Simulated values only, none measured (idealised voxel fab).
Presented below is a process module, voxel air gaps.
Section cut is 200 nm wide and gridded with 5 nm square cells.
Cross-section spec: square-cell grid; bands listed top down; each band is one or more rows.
Quick guide to a band line: top height, bottom height (nm) up front; then every material left to right with its width in nm. Only one material and it's marked "throughout"? Then it fills the band edge to edge. And "blank" just means empty space.
Where do heights start? At 0: under that level the wafer as delivered is made of one material only. And the lowest band has no floor; it just carries on downward, as in "0..down".
The expression "30..40" gives the width at the extremes of the band, the first number at its top row of cells and the second at its bottom row, with the width changing by equal amounts from each row to the next in between.
"no modifications" (step): cross-section cells unchanged, all of them.
In the "Voids, fully enclosed" entry, you get each enclosed empty space of 8 cells or more, one with no open way to the top, written width x height at distance, distance from the left edge, in nm.
That trailing text on a step's line, after the settings, is the simulator's own remark on the step.
overlay nm, on a step with a mask: how far to the right of its planned place the mask lay; to the left if negative
List of planned process steps:
1,RECEIVE, material Si
2,CONFORMAL_DEP, material SiO2, thk nm 15
3,CONFORMAL_DEP, material SiN, thk nm 5
4,DIRECTIONAL_DEP, material SiO2, thk nm 35
5,DIRECTIONAL_DEP, material aC, thk nm 15
6,PATTERN, tone open, mask id LINES, material resist, width nm 15, pitch nm 40, thk nm 35, overlay nm -15
7,DIRECTIONAL_ETCH, etch materials aC, depth nm 15
8,STRIP, etch materials resist
9,DIRECTIONAL_ETCH, etch materials SiO2, depth nm 35
10,STRIP, etch materials aC
11,CONFORMAL_DEP, material TiN, thk nm 5
12,FILL_DEP, material W, thk nm 5
13,CMP, height nm 55
14,EPI, material Ru, thk nm 10
15,SELECTIVE_ETCH, etch materials SiO2, depth nm 45
16,CONFORMAL_DEP, material SiCN, thk nm 5
Same starting wafers, different overlay nm at step 6. Plan value belongs to the first wafer.
first wafer as received, after step 1:
* 0..down = Si throughout
* Voids, fully enclosed: none
Note: the following table is arranged by wafer, a row apiece. Each row reports the end-of-module state: per material, cells gained (+) or cells lost (-) compared with the wafer as received; closed voids follow:
overlay nm -15; +42 Ru; +110 SiCN; +40 SiN; +120 SiO2; +45 TiN; +18 W; Voids, fully enclosed: 15 x 25 at 55; 15 x 25 at 95
overlay nm -10; +42 Ru; +110 SiCN; +40 SiN; +120 SiO2; +45 TiN; +18 W; Voids, fully enclosed: 15 x 25 at 60; 15 x 25 at 100
overlay nm -5; +42 Ru; +110 SiCN; +40 SiN; +120 SiO2; +45 TiN; +18 W; Voids, fully enclosed: 15 x 25 at 65; 15 x 25 at 105
overlay nm 0; +42 Ru; +110 SiCN; +40 SiN; +120 SiO2; +45 TiN; +18 W; Voids, fully enclosed: 15 x 25 at 70; 15 x 25 at 110
overlay nm 5; +42 Ru; +110 SiCN; +40 SiN; +120 SiO2; +45 TiN; +18 W; Voids, fully enclosed: 15 x 25 at 75; 15 x 25 at 115
overlay nm 10; +42 Ru; +110 SiCN; +40 SiN; +120 SiO2; +45 TiN; +18 W; Voids, fully enclosed: 15 x 25 at 80; 15 x 25 at 120
overlay nm 15; +42 Ru; +110 SiCN; +40 SiN; +120 SiO2; +45 TiN; +18 W; Voids, fully enclosed: 15 x 25 at 85; 15 x 25 at 125
